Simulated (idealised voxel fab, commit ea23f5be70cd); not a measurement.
process module | voxel gate over fins
cross-section cut | 300 nm wide | cells 5 nm
A cross-section is a grid of square cells, given in bands from the top down. A band is one or more rows of cells.
Each band's line starts with the height of the band's top and of its bottom, in nm. Then come its materials from left to right, each with its width in nm. One material with "throughout" fills the band from edge to edge. "air" is empty space.
Height 0 is the level under which the wafer as received is all one material. The lowest band goes on downwards, as in "0 down".
A width such as "30 to 40" changes by the same amount from each row of cells to the next, from the band's top row to its bottom row.
"no change" after a step means that no cell of the cross-section changed.
closed voids: empty space of 8 cells or more with no open way to the top, each as width x height at its distance from the left edge, in nm
after a step's settings: what the simulator itself notes on the step
overlay nm, on a step with a mask: how far to the right of its planned place the mask lay; to the left if negative
Each pair below shows a cross-section before one step and the cross-section after it, down to the lowest band that changed. The line under each pair gives the step between them, with its settings. The pairs can come from different runs of this module on the same starting wafer, so a pair continues from the pair above only where its "before" says so.
before
  0 down: Si throughout
  closed voids: none
after
  5 to 0: SiN throughout
  below 0: unchanged
  closed voids: none
the step between: op CONFORMAL_DEP | material SiN | thk nm 5
before: the cross-section after the pair above
after
  15 to 5: aC throughout
  below 5: unchanged
  closed voids: none
the step between: op DIRECTIONAL_DEP | material aC | thk nm 10
before: the cross-section after the pair above
after
  40 to 15: air 90 | resist 15 | air 35 | resist 15 | air 35 | resist 15 | air 95
  below 15: unchanged
  closed voids: none
the step between: op PATTERN | tone cover | mask id FINS | material resist | width nm 15 | pitch nm 50 | thk nm 25 | overlay nm 0
before: the cross-section after the pair above
after
  30 to 15: air 90 | resist 15 | air 35 | resist 15 | air 35 | resist 15 | air 95
  15 to 5: air 90 | aC 15 | air 35 | aC 15 | air 35 | aC 15 | air 95
  below 5: unchanged
  closed voids: none
the step between: op DIRECTIONAL_ETCH | etch materials aC | depth nm 10
before: the cross-section after the pair above
after
  15 to 5: air 90 | aC 15 | air 35 | aC 15 | air 35 | aC 15 | air 95
  below 5: unchanged
  closed voids: none
the step between: op STRIP | etch materials resist
before: the cross-section after the pair above
after
  15 to 5: air 90 | aC 15 | air 35 | aC 15 | air 35 | aC 15 | air 95
  5 to 0: air 90 | SiN 15 | air 35 | SiN 15 | air 35 | SiN 15 | air 95
  below 0: unchanged
  closed voids: none
the step between: op DIRECTIONAL_ETCH | etch materials SiN | depth nm 5
before: the cross-section after the pair above
after
  15 to 5: air 90 | aC 15 | air 35 | aC 15 | air 35 | aC 15 | air 95
  5 to 0: air 90 | SiN 15 | air 35 | SiN 15 | air 35 | SiN 15 | air 95
  0 to -40: air 90 | Si 15 | air 35 | Si 15 | air 35 | Si 15 | air 95
  below -40: unchanged
  closed voids: none
the step between: op DIRECTIONAL_ETCH | etch materials Si | depth nm 40
before: the cross-section after the pair above
after
  5 to 0: air 90 | SiN 15 | air 35 | SiN 15 | air 35 | SiN 15 | air 95
  below 0: unchanged
  closed voids: none
the step between: op STRIP | etch materials aC
before: the cross-section after the pair above
after
  5 to 0: air 90 | SiN 15 | air 35 | SiN 15 | air 35 | SiN 15 | air 95
  0 to -40: air 90 | SiO2 5 | Si 5 | SiO2 5 | air 35 | SiO2 5 | Si 5 | SiO2 5 | air 35 | SiO2 5 | Si 5 | SiO2 5 | air 95
  -40 to -45: SiO2 95 | Si 5 | SiO2 45 | Si 5 | SiO2 45 | Si 5 | SiO2 100
  below -45: unchanged
  closed voids: none
the step between: op OXIDIZE | depth nm 5
before: the cross-section after the pair above
after
  20 to 5: SiO2 throughout
  5 to 0: SiO2 90 | SiN 15 | SiO2 35 | SiN 15 | SiO2 35 | SiN 15 | SiO2 95
  0 to -45: SiO2 95 | Si 5 | SiO2 45 | Si 5 | SiO2 45 | Si 5 | SiO2 100
  below -45: unchanged
  closed voids: none
the step between: op FILL_DEP | material SiO2 | thk nm 15
before: the cross-section after the pair above
after
  5 to 0: SiO2 90 | SiN 15 | SiO2 35 | SiN 15 | SiO2 35 | SiN 15 | SiO2 95
  below 0: unchanged
  closed voids: none
the step between: op CMP | height nm 5
before: the cross-section after the pair above
after
  25 to 5: resist 115 | air 15 | resist 170
  below 5: unchanged
  closed voids: none
the step between: op PATTERN | tone open | mask id RAIL | material resist | width nm 15 | thk nm 20 | overlay nm 0
before: the cross-section after the pair above
after
  25 to 5: resist 115 | air 15 | resist 170
  5 to 0: SiO2 90 | SiN 15 | SiO2 10 | air 15 | SiO2 10 | SiN 15 | SiO2 35 | SiN 15 | SiO2 95
  0 to -35: SiO2 95 | Si 5 | SiO2 15 | air 15 | SiO2 15 | Si 5 | SiO2 45 | Si 5 | SiO2 100
  below -35: unchanged
  closed voids: none
the step between: op DIRECTIONAL_ETCH | etch materials SiO2 | depth nm 40
before: the cross-section after the pair above
after
  5 to 0: SiO2 90 | SiN 15 | SiO2 10 | air 15 | SiO2 10 | SiN 15 | SiO2 35 | SiN 15 | SiO2 95
  below 0: unchanged
  closed voids: none
the step between: op STRIP | etch materials resist
before: the cross-section after the pair above
after
  10 to 5: TiN 120 | air 5 | TiN 175
  5 to 0: SiO2 90 | SiN 15 | SiO2 10 | TiN 5 | air 5 | TiN 5 | SiO2 10 | SiN 15 | SiO2 35 | SiN 15 | SiO2 95
  0 to -30: SiO2 95 | Si 5 | SiO2 15 | TiN 5 | air 5 | TiN 5 | SiO2 15 | Si 5 | SiO2 45 | Si 5 | SiO2 100
  -30 to -35: SiO2 95 | Si 5 | SiO2 15 | TiN 15 | SiO2 15 | Si 5 | SiO2 45 | Si 5 | SiO2 100
  below -35: unchanged
  closed voids: none
the step between: op CONFORMAL_DEP | material TiN | thk nm 5
before: the cross-section after the pair above
after
  15 to 10: W throughout
  10 to 5: TiN 120 | W 5 | TiN 175
  5 to 0: SiO2 90 | SiN 15 | SiO2 10 | TiN 5 | W 5 | TiN 5 | SiO2 10 | SiN 15 | SiO2 35 | SiN 15 | SiO2 95
  0 to -30: SiO2 95 | Si 5 | SiO2 15 | TiN 5 | W 5 | TiN 5 | SiO2 15 | Si 5 | SiO2 45 | Si 5 | SiO2 100
  below -30: unchanged
  closed voids: none
the step between: op FILL_DEP | material W | thk nm 5
before: the cross-section after the pair above
after
  5 to 0: SiO2 90 | SiN 15 | SiO2 10 | TiN 5 | W 5 | TiN 5 | SiO2 10 | SiN 15 | SiO2 35 | SiN 15 | SiO2 95
  below 0: unchanged
  closed voids: none
the step between: op CMP | height nm 5
before: the cross-section after the pair above
after
  5 to 0: SiO2 90 | SiN 15 | SiO2 10 | air 15 | SiO2 10 | SiN 15 | SiO2 35 | SiN 15 | SiO2 95
  0 to -25: SiO2 95 | Si 5 | SiO2 15 | air 15 | SiO2 15 | Si 5 | SiO2 45 | Si 5 | SiO2 100
  below -25: unchanged
  closed voids: none
the step between: op SELECTIVE_ETCH | etch materials W Ru TiN | depth nm 30
before: the cross-section after the pair above
after
  10 to 5: SiO2 throughout
  5 to 0: SiO2 90 | SiN 15 | SiO2 35 | SiN 15 | SiO2 35 | SiN 15 | SiO2 95
  0 to -25: SiO2 95 | Si 5 | SiO2 45 | Si 5 | SiO2 45 | Si 5 | SiO2 100
  below -25: unchanged
  closed voids: none
the step between: op FILL_DEP | material SiO2 | thk nm 5
before: the cross-section after the pair above
after
  5 to 0: SiO2 90 | SiN 15 | SiO2 35 | SiN 15 | SiO2 35 | SiN 15 | SiO2 95
  below 0: unchanged
  closed voids: none
the step between: op CMP | height nm 5
before: the cross-section after the pair above
after
  5 to 0: air 90 | SiN 15 | air 35 | SiN 15 | air 35 | SiN 15 | air 95
  0 to -15: air 95 | Si 5 | air 45 | Si 5 | air 45 | Si 5 | air 100
  below -15: unchanged
  closed voids: none
the step between: op SELECTIVE_ETCH | etch materials SiO2 | depth nm 20
before: the cross-section after the pair above
after
  0 to -15: air 95 | Si 5 | air 45 | Si 5 | air 45 | Si 5 | air 100
  below -15: unchanged
  closed voids: none
the step between: op STRIP | etch materials SiN
before: the cross-section after the pair above
after
  5 to 0: air 90 | HfO2 15 | air 35 | HfO2 15 | air 35 | HfO2 15 | air 95
  0 to -10: air 90 | HfO2 5 | Si 5 | HfO2 5 | air 35 | HfO2 5 | Si 5 | HfO2 5 | air 35 | HfO2 5 | Si 5 | HfO2 5 | air 95
  -10 to -15: HfO2 95 | Si 5 | HfO2 45 | Si 5 | HfO2 45 | Si 5 | HfO2 100
  below -15: unchanged
  closed voids: none
the step between: op CONFORMAL_DEP | material HfO2 | thk nm 5
before: the cross-section after the pair above
after
  10 to 5: air 85 | TiN 25 | air 25 | TiN 25 | air 25 | TiN 25 | air 90
  5 to 0: air 85 | TiN 5 | HfO2 15 | TiN 5 | air 25 | TiN 5 | HfO2 15 | TiN 5 | air 25 | TiN 5 | HfO2 15 | TiN 5 | air 90
  0 to -5: air 85 | TiN 5 | HfO2 5 | Si 5 | HfO2 5 | TiN 5 | air 25 | TiN 5 | HfO2 5 | Si 5 | HfO2 5 | TiN 5 | air 25 | TiN 5 | HfO2 5 | Si 5 | HfO2 5 | TiN 5 | air 90
  -5 to -10: TiN 90 | HfO2 5 | Si 5 | HfO2 5 | TiN 35 | HfO2 5 | Si 5 | HfO2 5 | TiN 35 | HfO2 5 | Si 5 | HfO2 5 | TiN 95
  below -10: unchanged
  closed voids: none
the step between: op CONFORMAL_DEP | material TiN | thk nm 5
before: the cross-section after the pair above
after
  15 to 10: air 80 | TiAl 35 | air 15 | TiAl 35 | air 15 | TiAl 35 | air 85
  10 to 5: air 80 | TiAl 5 | TiN 25 | TiAl 5 | air 15 | TiAl 5 | TiN 25 | TiAl 5 | air 15 | TiAl 5 | TiN 25 | TiAl 5 | air 85
  5 to 0: air 80 | TiAl 5 | TiN 5 | HfO2 15 | TiN 5 | TiAl 5 | air 15 | TiAl 5 | TiN 5 | HfO2 15 | TiN 5 | TiAl 5 | air 15 | TiAl 5 | TiN 5 | HfO2 15 | TiN 5 | TiAl 5 | air 85
  0 to -5: TiAl 85 | TiN 5 | HfO2 5 | Si 5 | HfO2 5 | TiN 5 | TiAl 25 | TiN 5 | HfO2 5 | Si 5 | HfO2 5 | TiN 5 | TiAl 25 | TiN 5 | HfO2 5 | Si 5 | HfO2 5 | TiN 5 | TiAl 90
  below -5: unchanged
  closed voids: none
the step between: op CONFORMAL_DEP | material TiAl | thk nm 5
before: the cross-section after the pair above
after
  20 to 15: air 75 | TiN 45 | air 5 | TiN 45 | air 5 | TiN 45 | air 80
  15 to 10: air 75 | TiN 5 | TiAl 35 | TiN 5 | air 5 | TiN 5 | TiAl 35 | TiN 5 | air 5 | TiN 5 | TiAl 35 | TiN 5 | air 80
  10 to 5: air 75 | TiN 5 | TiAl 5 | TiN 25 | TiAl 5 | TiN 5 | air 5 | TiN 5 | TiAl 5 | TiN 25 | TiAl 5 | TiN 5 | air 5 | TiN 5 | TiAl 5 | TiN 25 | TiAl 5 | TiN 5 | air 80
  5 to 0: TiN 80 | TiAl 5 | TiN 5 | HfO2 15 | TiN 5 | TiAl 5 | TiN 15 | TiAl 5 | TiN 5 | HfO2 15 | TiN 5 | TiAl 5 | TiN 15 | TiAl 5 | TiN 5 | HfO2 15 | TiN 5 | TiAl 5 | TiN 85
  below 0: unchanged
  closed voids: none
the step between: op CONFORMAL_DEP | material TiN | thk nm 5
before: the cross-section after the pair above
after
  30 to 20: W throughout
  20 to 15: W 75 | TiN 45 | W 5 | TiN 45 | W 5 | TiN 45 | W 80
  15 to 10: W 75 | TiN 5 | TiAl 35 | TiN 5 | W 5 | TiN 5 | TiAl 35 | TiN 5 | W 5 | TiN 5 | TiAl 35 | TiN 5 | W 80
  10 to 5: W 75 | TiN 5 | TiAl 5 | TiN 25 | TiAl 5 | TiN 5 | W 5 | TiN 5 | TiAl 5 | TiN 25 | TiAl 5 | TiN 5 | W 5 | TiN 5 | TiAl 5 | TiN 25 | TiAl 5 | TiN 5 | W 80
  below 5: unchanged
  closed voids: none
the step between: op FILL_DEP | material W | thk nm 10
before: the cross-section after the pair above
after
  25 to 20: W throughout
  below 20: unchanged
  closed voids: none
the step between: op CMP | height nm 25
before: the cross-section after the pair above
after
  30 to 25: SiCN throughout
  below 25: unchanged
  closed voids: none
the step between: op CONFORMAL_DEP | material SiCN | thk nm 5
before
  5 to 0: air 90 | HfO2 15 | air 35 | HfO2 15 | air 35 | HfO2 15 | air 95
  0 to -10: air 90 | HfO2 5 | Si 5 | HfO2 5 | air 35 | HfO2 5 | Si 5 | HfO2 5 | air 35 | HfO2 5 | Si 5 | HfO2 5 | air 95
  -10 to -15: HfO2 95 | Si 5 | HfO2 45 | Si 5 | HfO2 45 | Si 5 | HfO2 100
  -15 to -25: SiO2 95 | Si 5 | SiO2 45 | Si 5 | SiO2 45 | Si 5 | SiO2 100
  -25 to -30: SiO2 95 | Si 5 | SiO2 15 | TiN 5 | W 5 | TiN 5 | SiO2 15 | Si 5 | SiO2 45 | Si 5 | SiO2 100
  -30 to -35: SiO2 95 | Si 5 | SiO2 15 | TiN 15 | SiO2 15 | Si 5 | SiO2 45 | Si 5 | SiO2 100
  -35 to -45: SiO2 95 | Si 5 | SiO2 45 | Si 5 | SiO2 45 | Si 5 | SiO2 100
  -45 down: Si throughout
  closed voids: none
after
  10 to 5: air 85 | TiAl 25 | air 25 | TiAl 25 | air 25 | TiAl 25 | air 90
  5 to 0: air 85 | TiAl 5 | HfO2 15 | TiAl 5 | air 25 | TiAl 5 | HfO2 15 | TiAl 5 | air 25 | TiAl 5 | HfO2 15 | TiAl 5 | air 90
  0 to -5: air 85 | TiAl 5 | HfO2 5 | Si 5 | HfO2 5 | TiAl 5 | air 25 | TiAl 5 | HfO2 5 | Si 5 | HfO2 5 | TiAl 5 | air 25 | TiAl 5 | HfO2 5 | Si 5 | HfO2 5 | TiAl 5 | air 90
  -5 to -10: TiAl 90 | HfO2 5 | Si 5 | HfO2 5 | TiAl 35 | HfO2 5 | Si 5 | HfO2 5 | TiAl 35 | HfO2 5 | Si 5 | HfO2 5 | TiAl 95
  below -10: unchanged
  closed voids: none
the step between: op CONFORMAL_DEP | material TiAl | thk nm 5
before: the cross-section after the pair above
after
  15 to 10: air 80 | TiN 35 | air 15 | TiN 35 | air 15 | TiN 35 | air 85
  10 to 5: air 80 | TiN 5 | TiAl 25 | TiN 5 | air 15 | TiN 5 | TiAl 25 | TiN 5 | air 15 | TiN 5 | TiAl 25 | TiN 5 | air 85
  5 to 0: air 80 | TiN 5 | TiAl 5 | HfO2 15 | TiAl 5 | TiN 5 | air 15 | TiN 5 | TiAl 5 | HfO2 15 | TiAl 5 | TiN 5 | air 15 | TiN 5 | TiAl 5 | HfO2 15 | TiAl 5 | TiN 5 | air 85
  0 to -5: TiN 85 | TiAl 5 | HfO2 5 | Si 5 | HfO2 5 | TiAl 5 | TiN 25 | TiAl 5 | HfO2 5 | Si 5 | HfO2 5 | TiAl 5 | TiN 25 | TiAl 5 | HfO2 5 | Si 5 | HfO2 5 | TiAl 5 | TiN 90
  below -5: unchanged
  closed voids: none
the step between: op CONFORMAL_DEP | material TiN | thk nm 5
before: the cross-section after the pair above
after
  25 to 15: W throughout
  15 to 10: W 80 | TiN 35 | W 15 | TiN 35 | W 15 | TiN 35 | W 85
  10 to 5: W 80 | TiN 5 | TiAl 25 | TiN 5 | W 15 | TiN 5 | TiAl 25 | TiN 5 | W 15 | TiN 5 | TiAl 25 | TiN 5 | W 85
  5 to 0: W 80 | TiN 5 | TiAl 5 | HfO2 15 | TiAl 5 | TiN 5 | W 15 | TiN 5 | TiAl 5 | HfO2 15 | TiAl 5 | TiN 5 | W 15 | TiN 5 | TiAl 5 | HfO2 15 | TiAl 5 | TiN 5 | W 85
  below 0: unchanged
  closed voids: none
the step between: op FILL_DEP | material W | thk nm 10
before: the cross-section after the pair above
after
  30 to 25: SiCN throughout
  below 25: unchanged
  closed voids: none
the step between: op CONFORMAL_DEP | material SiCN | thk nm 5
before
  15 to 5: air 90 | aC 15 | air 35 | aC 15 | air 35 | aC 15 | air 95
  5 to 0: air 90 | SiN 15 | air 35 | SiN 15 | air 35 | SiN 15 | air 95
  0 to -40: air 90 | Si 15 | air 35 | Si 15 | air 35 | Si 15 | air 95
  -40 down: Si throughout
  closed voids: none
after
  15 to 5: air 90 | aC 15 | air 35 | aC 15 | air 35 | aC 15 | air 95
  5 to 0: air 90 | SiN 15 | air 35 | SiN 15 | air 35 | SiN 15 | air 95
  0 to -80: air 90 | Si 15 | air 35 | Si 15 | air 35 | Si 15 | air 95
  below -80: unchanged
  closed voids: none
the step between: op DIRECTIONAL_ETCH | etch materials Si | depth nm 40
before: the cross-section after the pair above
after
  5 to 0: air 90 | SiN 15 | air 35 | SiN 15 | air 35 | SiN 15 | air 95
  below 0: unchanged
  closed voids: none
the step between: op STRIP | etch materials aC
before: the cross-section after the pair above
after
  5 to 0: air 90 | SiN 15 | air 35 | SiN 15 | air 35 | SiN 15 | air 95
  0 to -80: air 90 | SiO2 5 | Si 5 | SiO2 5 | air 35 | SiO2 5 | Si 5 | SiO2 5 | air 35 | SiO2 5 | Si 5 | SiO2 5 | air 95
  -80 to -85: SiO2 95 | Si 5 | SiO2 45 | Si 5 | SiO2 45 | Si 5 | SiO2 100
  below -85: unchanged
  closed voids: none
the step between: op OXIDIZE | depth nm 5
before: the cross-section after the pair above
after
  20 to 5: SiO2 throughout
  5 to 0: SiO2 90 | SiN 15 | SiO2 35 | SiN 15 | SiO2 35 | SiN 15 | SiO2 95
  0 to -85: SiO2 95 | Si 5 | SiO2 45 | Si 5 | SiO2 45 | Si 5 | SiO2 100
  below -85: unchanged
  closed voids: none
the step between: op FILL_DEP | material SiO2 | thk nm 15
before: the cross-section after the pair above
after
  5 to 0: SiO2 90 | SiN 15 | SiO2 35 | SiN 15 | SiO2 35 | SiN 15 | SiO2 95
  below 0: unchanged
  closed voids: none
the step between: op CMP | height nm 5
before: the cross-section after the pair above
after
  25 to 5: resist 115 | air 15 | resist 170
  below 5: unchanged
  closed voids: none
the step between: op PATTERN | tone open | mask id RAIL | material resist | width nm 15 | thk nm 20 | overlay nm 0
before: the cross-section after the pair above
after
  25 to 5: resist 115 | air 15 | resist 170
  5 to 0: SiO2 90 | SiN 15 | SiO2 10 | air 15 | SiO2 10 | SiN 15 | SiO2 35 | SiN 15 | SiO2 95
  0 to -35: SiO2 95 | Si 5 | SiO2 15 | air 15 | SiO2 15 | Si 5 | SiO2 45 | Si 5 | SiO2 100
  below -35: unchanged
  closed voids: none
the step between: op DIRECTIONAL_ETCH | etch materials SiO2 | depth nm 40
before: the cross-section after the pair above
after
  5 to 0: SiO2 90 | SiN 15 | SiO2 10 | air 15 | SiO2 10 | SiN 15 | SiO2 35 | SiN 15 | SiO2 95
  below 0: unchanged
  closed voids: none
the step between: op STRIP | etch materials resist
before: the cross-section after the pair above
after
  10 to 5: TiN 120 | air 5 | TiN 175
  5 to 0: SiO2 90 | SiN 15 | SiO2 10 | TiN 5 | air 5 | TiN 5 | SiO2 10 | SiN 15 | SiO2 35 | SiN 15 | SiO2 95
  0 to -30: SiO2 95 | Si 5 | SiO2 15 | TiN 5 | air 5 | TiN 5 | SiO2 15 | Si 5 | SiO2 45 | Si 5 | SiO2 100
  -30 to -35: SiO2 95 | Si 5 | SiO2 15 | TiN 15 | SiO2 15 | Si 5 | SiO2 45 | Si 5 | SiO2 100
  below -35: unchanged
  closed voids: none
the step between: op CONFORMAL_DEP | material TiN | thk nm 5
before: the cross-section after the pair above
after
  15 to 10: W throughout
  10 to 5: TiN 120 | W 5 | TiN 175
  5 to 0: SiO2 90 | SiN 15 | SiO2 10 | TiN 5 | W 5 | TiN 5 | SiO2 10 | SiN 15 | SiO2 35 | SiN 15 | SiO2 95
  0 to -30: SiO2 95 | Si 5 | SiO2 15 | TiN 5 | W 5 | TiN 5 | SiO2 15 | Si 5 | SiO2 45 | Si 5 | SiO2 100
  below -30: unchanged
  closed voids: none
the step between: op FILL_DEP | material W | thk nm 5
before: the cross-section after the pair above
after
  5 to 0: SiO2 90 | SiN 15 | SiO2 10 | TiN 5 | W 5 | TiN 5 | SiO2 10 | SiN 15 | SiO2 35 | SiN 15 | SiO2 95
  below 0: unchanged
  closed voids: none
the step between: op CMP | height nm 5
before: the cross-section after the pair above
after
  5 to 0: SiO2 90 | SiN 15 | SiO2 10 | air 15 | SiO2 10 | SiN 15 | SiO2 35 | SiN 15 | SiO2 95
  0 to -25: SiO2 95 | Si 5 | SiO2 15 | air 15 | SiO2 15 | Si 5 | SiO2 45 | Si 5 | SiO2 100
  below -25: unchanged
  closed voids: none
the step between: op SELECTIVE_ETCH | etch materials W Ru TiN | depth nm 30
before: the cross-section after the pair above
after
  10 to 5: SiO2 throughout
  5 to 0: SiO2 90 | SiN 15 | SiO2 35 | SiN 15 | SiO2 35 | SiN 15 | SiO2 95
  0 to -25: SiO2 95 | Si 5 | SiO2 45 | Si 5 | SiO2 45 | Si 5 | SiO2 100
  below -25: unchanged
  closed voids: none
the step between: op FILL_DEP | material SiO2 | thk nm 5
before: the cross-section after the pair above
after
  5 to 0: SiO2 90 | SiN 15 | SiO2 35 | SiN 15 | SiO2 35 | SiN 15 | SiO2 95
  below 0: unchanged
  closed voids: none
the step between: op CMP | height nm 5
before: the cross-section after the pair above
after
  5 to 0: air 90 | SiN 15 | air 35 | SiN 15 | air 35 | SiN 15 | air 95
  0 to -15: air 95 | Si 5 | air 45 | Si 5 | air 45 | Si 5 | air 100
  below -15: unchanged
  closed voids: none
the step between: op SELECTIVE_ETCH | etch materials SiO2 | depth nm 20
before: the cross-section after the pair above
after
  0 to -15: air 95 | Si 5 | air 45 | Si 5 | air 45 | Si 5 | air 100
  below -15: unchanged
  closed voids: none
the step between: op STRIP | etch materials SiN
before: the cross-section after the pair above
after
  5 to 0: air 90 | HfO2 15 | air 35 | HfO2 15 | air 35 | HfO2 15 | air 95
  0 to -10: air 90 | HfO2 5 | Si 5 | HfO2 5 | air 35 | HfO2 5 | Si 5 | HfO2 5 | air 35 | HfO2 5 | Si 5 | HfO2 5 | air 95
  -10 to -15: HfO2 95 | Si 5 | HfO2 45 | Si 5 | HfO2 45 | Si 5 | HfO2 100
  below -15: unchanged
  closed voids: none
the step between: op CONFORMAL_DEP | material HfO2 | thk nm 5
before: the cross-section after the pair above
after
  10 to 5: air 85 | TiN 25 | air 25 | TiN 25 | air 25 | TiN 25 | air 90
  5 to 0: air 85 | TiN 5 | HfO2 15 | TiN 5 | air 25 | TiN 5 | HfO2 15 | TiN 5 | air 25 | TiN 5 | HfO2 15 | TiN 5 | air 90
  0 to -5: air 85 | TiN 5 | HfO2 5 | Si 5 | HfO2 5 | TiN 5 | air 25 | TiN 5 | HfO2 5 | Si 5 | HfO2 5 | TiN 5 | air 25 | TiN 5 | HfO2 5 | Si 5 | HfO2 5 | TiN 5 | air 90
  -5 to -10: TiN 90 | HfO2 5 | Si 5 | HfO2 5 | TiN 35 | HfO2 5 | Si 5 | HfO2 5 | TiN 35 | HfO2 5 | Si 5 | HfO2 5 | TiN 95
  below -10: unchanged
  closed voids: none
the step between: op CONFORMAL_DEP | material TiN | thk nm 5
before: the cross-section after the pair above
after
  15 to 10: air 80 | TiAl 35 | air 15 | TiAl 35 | air 15 | TiAl 35 | air 85
  10 to 5: air 80 | TiAl 5 | TiN 25 | TiAl 5 | air 15 | TiAl 5 | TiN 25 | TiAl 5 | air 15 | TiAl 5 | TiN 25 | TiAl 5 | air 85
  5 to 0: air 80 | TiAl 5 | TiN 5 | HfO2 15 | TiN 5 | TiAl 5 | air 15 | TiAl 5 | TiN 5 | HfO2 15 | TiN 5 | TiAl 5 | air 15 | TiAl 5 | TiN 5 | HfO2 15 | TiN 5 | TiAl 5 | air 85
  0 to -5: TiAl 85 | TiN 5 | HfO2 5 | Si 5 | HfO2 5 | TiN 5 | TiAl 25 | TiN 5 | HfO2 5 | Si 5 | HfO2 5 | TiN 5 | TiAl 25 | TiN 5 | HfO2 5 | Si 5 | HfO2 5 | TiN 5 | TiAl 90
  below -5: unchanged
  closed voids: none
the step between: op CONFORMAL_DEP | material TiAl | thk nm 5
before: the cross-section after the pair above
after
  20 to 15: air 75 | TiN 45 | air 5 | TiN 45 | air 5 | TiN 45 | air 80
  15 to 10: air 75 | TiN 5 | TiAl 35 | TiN 5 | air 5 | TiN 5 | TiAl 35 | TiN 5 | air 5 | TiN 5 | TiAl 35 | TiN 5 | air 80
  10 to 5: air 75 | TiN 5 | TiAl 5 | TiN 25 | TiAl 5 | TiN 5 | air 5 | TiN 5 | TiAl 5 | TiN 25 | TiAl 5 | TiN 5 | air 5 | TiN 5 | TiAl 5 | TiN 25 | TiAl 5 | TiN 5 | air 80
  5 to 0: TiN 80 | TiAl 5 | TiN 5 | HfO2 15 | TiN 5 | TiAl 5 | TiN 15 | TiAl 5 | TiN 5 | HfO2 15 | TiN 5 | TiAl 5 | TiN 15 | TiAl 5 | TiN 5 | HfO2 15 | TiN 5 | TiAl 5 | TiN 85
  below 0: unchanged
  closed voids: none
the step between: op CONFORMAL_DEP | material TiN | thk nm 5
before: the cross-section after the pair above
after
  30 to 20: W throughout
  20 to 15: W 75 | TiN 45 | W 5 | TiN 45 | W 5 | TiN 45 | W 80
  15 to 10: W 75 | TiN 5 | TiAl 35 | TiN 5 | W 5 | TiN 5 | TiAl 35 | TiN 5 | W 5 | TiN 5 | TiAl 35 | TiN 5 | W 80
  10 to 5: W 75 | TiN 5 | TiAl 5 | TiN 25 | TiAl 5 | TiN 5 | W 5 | TiN 5 | TiAl 5 | TiN 25 | TiAl 5 | TiN 5 | W 5 | TiN 5 | TiAl 5 | TiN 25 | TiAl 5 | TiN 5 | W 80
  below 5: unchanged
  closed voids: none
the step between: op FILL_DEP | material W | thk nm 10
before: the cross-section after the pair above
after
  25 to 20: W throughout
  below 20: unchanged
  closed voids: none
the step between: op CMP | height nm 25
before: the cross-section after the pair above
after
  30 to 25: SiCN throughout
  below 25: unchanged
  closed voids: none
the step between: op CONFORMAL_DEP | material SiCN | thk nm 5
before
  15 to 10: air 80 | TiN 35 | air 15 | TiN 35 | air 15 | TiN 35 | air 85
  10 to 5: air 80 | TiN 5 | TiAl 25 | TiN 5 | air 15 | TiN 5 | TiAl 25 | TiN 5 | air 15 | TiN 5 | TiAl 25 | TiN 5 | air 85
  5 to 0: air 80 | TiN 5 | TiAl 5 | HfO2 15 | TiAl 5 | TiN 5 | air 15 | TiN 5 | TiAl 5 | HfO2 15 | TiAl 5 | TiN 5 | air 15 | TiN 5 | TiAl 5 | HfO2 15 | TiAl 5 | TiN 5 | air 85
  0 to -5: TiN 85 | TiAl 5 | HfO2 5 | Si 5 | HfO2 5 | TiAl 5 | TiN 25 | TiAl 5 | HfO2 5 | Si 5 | HfO2 5 | TiAl 5 | TiN 25 | TiAl 5 | HfO2 5 | Si 5 | HfO2 5 | TiAl 5 | TiN 90
  -5 to -10: TiAl 90 | HfO2 5 | Si 5 | HfO2 5 | TiAl 35 | HfO2 5 | Si 5 | HfO2 5 | TiAl 35 | HfO2 5 | Si 5 | HfO2 5 | TiAl 95
  -10 to -15: HfO2 95 | Si 5 | HfO2 45 | Si 5 | HfO2 45 | Si 5 | HfO2 100
  -15 to -25: SiO2 95 | Si 5 | SiO2 45 | Si 5 | SiO2 45 | Si 5 | SiO2 100
  -25 to -30: SiO2 95 | Si 5 | SiO2 15 | TiN 5 | W 5 | TiN 5 | SiO2 15 | Si 5 | SiO2 45 | Si 5 | SiO2 100
  -30 to -35: SiO2 95 | Si 5 | SiO2 15 | TiN 15 | SiO2 15 | Si 5 | SiO2 45 | Si 5 | SiO2 100
  -35 to -45: SiO2 95 | Si 5 | SiO2 45 | Si 5 | SiO2 45 | Si 5 | SiO2 100
  -45 down: Si throughout
  closed voids: none
after
  20 to 10: air 75 | TiN 45 | air 5 | TiN 45 | air 5 | TiN 45 | air 80
  10 to 5: air 75 | TiN 10 | TiAl 25 | TiN 10 | air 5 | TiN 10 | TiAl 25 | TiN 10 | air 5 | TiN 10 | TiAl 25 | TiN 10 | air 80
  5 to 0: TiN 85 | TiAl 5 | HfO2 15 | TiAl 5 | TiN 25 | TiAl 5 | HfO2 15 | TiAl 5 | TiN 25 | TiAl 5 | HfO2 15 | TiAl 5 | TiN 90
  below 0: unchanged
  closed voids: none
the step between: op CONFORMAL_DEP | material TiN | thk nm 5
before: the cross-section after the pair above
after
  30 to 20: W throughout
  20 to 10: W 75 | TiN 45 | W 5 | TiN 45 | W 5 | TiN 45 | W 80
  10 to 5: W 75 | TiN 10 | TiAl 25 | TiN 10 | W 5 | TiN 10 | TiAl 25 | TiN 10 | W 5 | TiN 10 | TiAl 25 | TiN 10 | W 80
  below 5: unchanged
  closed voids: none
the step between: op FILL_DEP | material W | thk nm 10
before: the cross-section after the pair above
after
  25 to 20: W throughout
  below 20: unchanged
  closed voids: none
the step between: op CMP | height nm 25
before: the cross-section after the pair above
after
  30 to 25: SiCN throughout
  below 25: unchanged
  closed voids: none
the step between: op CONFORMAL_DEP | material SiCN | thk nm 5
before
  5 to 0: SiO2 90 | SiN 15 | SiO2 35 | SiN 15 | SiO2 35 | SiN 15 | SiO2 95
  0 to -25: SiO2 95 | Si 5 | SiO2 45 | Si 5 | SiO2 45 | Si 5 | SiO2 100
  -25 to -30: SiO2 95 | Si 5 | SiO2 15 | TiN 5 | W 5 | TiN 5 | SiO2 15 | Si 5 | SiO2 45 | Si 5 | SiO2 100
  -30 to -35: SiO2 95 | Si 5 | SiO2 15 | TiN 15 | SiO2 15 | Si 5 | SiO2 45 | Si 5 | SiO2 100
  -35 to -45: SiO2 95 | Si 5 | SiO2 45 | Si 5 | SiO2 45 | Si 5 | SiO2 100
  -45 down: Si throughout
  closed voids: none
after
  5 to 0: air 90 | SiN 15 | air 35 | SiN 15 | air 35 | SiN 15 | air 95
  0 to -25: air 95 | Si 5 | air 45 | Si 5 | air 45 | Si 5 | air 100
  below -25: unchanged
  closed voids: none
the step between: op SELECTIVE_ETCH | etch materials SiO2 | depth nm 30
before: the cross-section after the pair above
after
  0 to -25: air 95 | Si 5 | air 45 | Si 5 | air 45 | Si 5 | air 100
  below -25: unchanged
  closed voids: none
the step between: op STRIP | etch materials SiN
